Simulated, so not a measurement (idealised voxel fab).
Module name: voxel fin reveal (process module)
Displayed cross-section: cut, width of 240 nm, square cells sized 5 nm.
This document writes a cross-section as a grid whose cells are square, and gives it as bands, listed from the top down; one or more rows of cells form a band.
Band entry format. Leading values: height of top, height of bottom, nm. Remainder: materials in left-to-right order, each with its width in nm. Special words: "all across" on a single material, which then fills the band edge to edge; "blank", empty space.
Ref level 0: as-received wafer is one material below here. Bottom band extends down with no lower bound ("0 nm and below").
Note: "30 to 40" means the width goes from the first number (top row of the band) to the second number (bottom row) in equal steps per row of cells.
"all unchanged" -> step changed no cross-section cell.
"Sealed void list" means: voids of 8 cells or more that are shut off from the top with no open way through. Written width x height at distance, distance from the left edge, in nm.
Read whatever lies past the settings on a step's line as the simulator's own remark about the step.
The "overlay nm" setting may appear on a step's line; for a step that uses a mask, it gives how far to the right of its planned position the mask lay, and a negative value indicates the left.
**The process steps that were planned are listed below**
1) op RECEIVE | material Si
2) op CONFORMAL_DEP | material SiN | thk nm 5
3) op MASKED_ETCH | tone cover | mask id FINS | width nm 15 | pitch nm 45 | etch materials SiN | depth nm 5 | overlay nm 0
4) op MASKED_ETCH | tone cover | mask id FINS | width nm 15 | pitch nm 45 | etch materials Si | depth nm 35 | overlay nm 0
5) op OXIDIZE | depth nm 5
6) op FILL_DEP | material SiO2 | thk nm 10
7) op CMP | height nm 5
8) op SELECTIVE_ETCH | etch materials SiO2 | depth nm 15
9) op STRIP | etch materials SiN
**Cross-section of the wafer at receipt, which is the condition after step 1**
> 0 nm and below = Si all across
> Sealed void list: none
**The first of two wafers, cross-sectioned at the end of the module, with the run proceeding as planned**
> 0 nm to -10 nm = blank (50)  Si (5)  blank (40)  Si (5)  blank (40)  Si (5)  blank (40)  Si (5)  blank (50)
> -10 nm to -40 nm = SiO2 (50)  Si (5)  SiO2 (40)  Si (5)  SiO2 (40)  Si (5)  SiO2 (40)  Si (5)  SiO2 (50)
> -40 nm and below = Si all across
> Sealed void list: none
**Cross-sectional view of the second of two wafers upon completion of the module. This wafer shared its starting condition and process plan with the first; one error was made during its execution**
> 5 nm to 0 nm = blank (45)  SiN (15)  blank (30)  SiN (15)  blank (30)  SiN (15)  blank (30)  SiN (15)  blank (45)
> 0 nm to -10 nm = blank (50)  Si (5)  blank (40)  Si (5)  blank (40)  Si (5)  blank (40)  Si (5)  blank (50)
> -10 nm to -40 nm = SiO2 (50)  Si (5)  SiO2 (40)  Si (5)  SiO2 (40)  Si (5)  SiO2 (40)  Si (5)  SiO2 (50)
> -40 nm and below = Si all across
> Sealed void list: none
Plan not followed: it should be noted that step 9 of the plan was omitted and was not performed
FYI, end of process, the second wafer has more or fewer cells of some materials than the first: +12 SiN
